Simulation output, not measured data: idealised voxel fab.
process module | voxel released beams
cross-section cut | 290 nm wide | cells 5 nm
A cross-section is a grid of square cells, given in bands from the top down. A band is one or more rows of cells.
Each band's line starts with the height of the band's top and of its bottom, in nm. Then come its materials from left to right, each with its width in nm. One material with "throughout" fills the band from edge to edge. "air" is empty space.
Height 0 is the level under which the wafer as received is all one material. The lowest band goes on downwards, as in "0 down".
A width such as "30 to 40" changes by the same amount from each row of cells to the next, from the band's top row to its bottom row.
"no change" after a step means that no cell of the cross-section changed.
closed voids: empty space of 8 cells or more with no open way to the top, each as width x height at its distance from the left edge, in nm
after a step's settings: what the simulator itself notes on the step
overlay nm, on a step with a mask: how far to the right of its planned place the mask lay; to the left if negative
plan
1 op RECEIVE | material Si
2 op CONFORMAL_DEP | material SiN | thk nm 10
3 op DIRECTIONAL_DEP | material SiO2 | thk nm 20
4 op MASKED_ETCH | tone open | mask id ANCHOR | width nm 35 | etch materials SiO2 | depth nm 20 | overlay nm 0
5 op CONFORMAL_DEP | material polySi | thk nm 10
6 op MASKED_ETCH | tone cover | mask id BEAM | width nm 90 | etch materials polySi | depth nm 10 | overlay nm 0
7 op STRIP | etch materials SiO2
as received, after step 1
  0 down: Si throughout
  closed voids: none
first wafer at the end, as planned
  40 to 30: air 95 | polySi 15 | air 15 | polySi 60 | air 105
  30 to 20: air 100 | polySi 10 | air 15 | polySi 10 | air 155
  20 to 10: air 100 | polySi 35 | air 155
  10 to 0: SiN throughout
  0 down: Si throughout
  closed voids: none
second wafer at the end: like start, like plan, one mistake
  40 to 30: air 105 | polySi 5 | air 15 | polySi 70 | air 95
  30 to 20: air 100 | polySi 10 | air 15 | polySi 10 | air 155
  20 to 10: air 100 | polySi 35 | air 155
  10 to 0: SiN throughout
  0 down: Si throughout
  closed voids: none
what went wrong: step 6 ran as: op MASKED_ETCH | tone cover | mask id BEAM | width nm 90 | etch materials polySi | depth nm 10 | overlay nm 10
at the end the second wafer has, in cells: as many of each material as the first, in other places
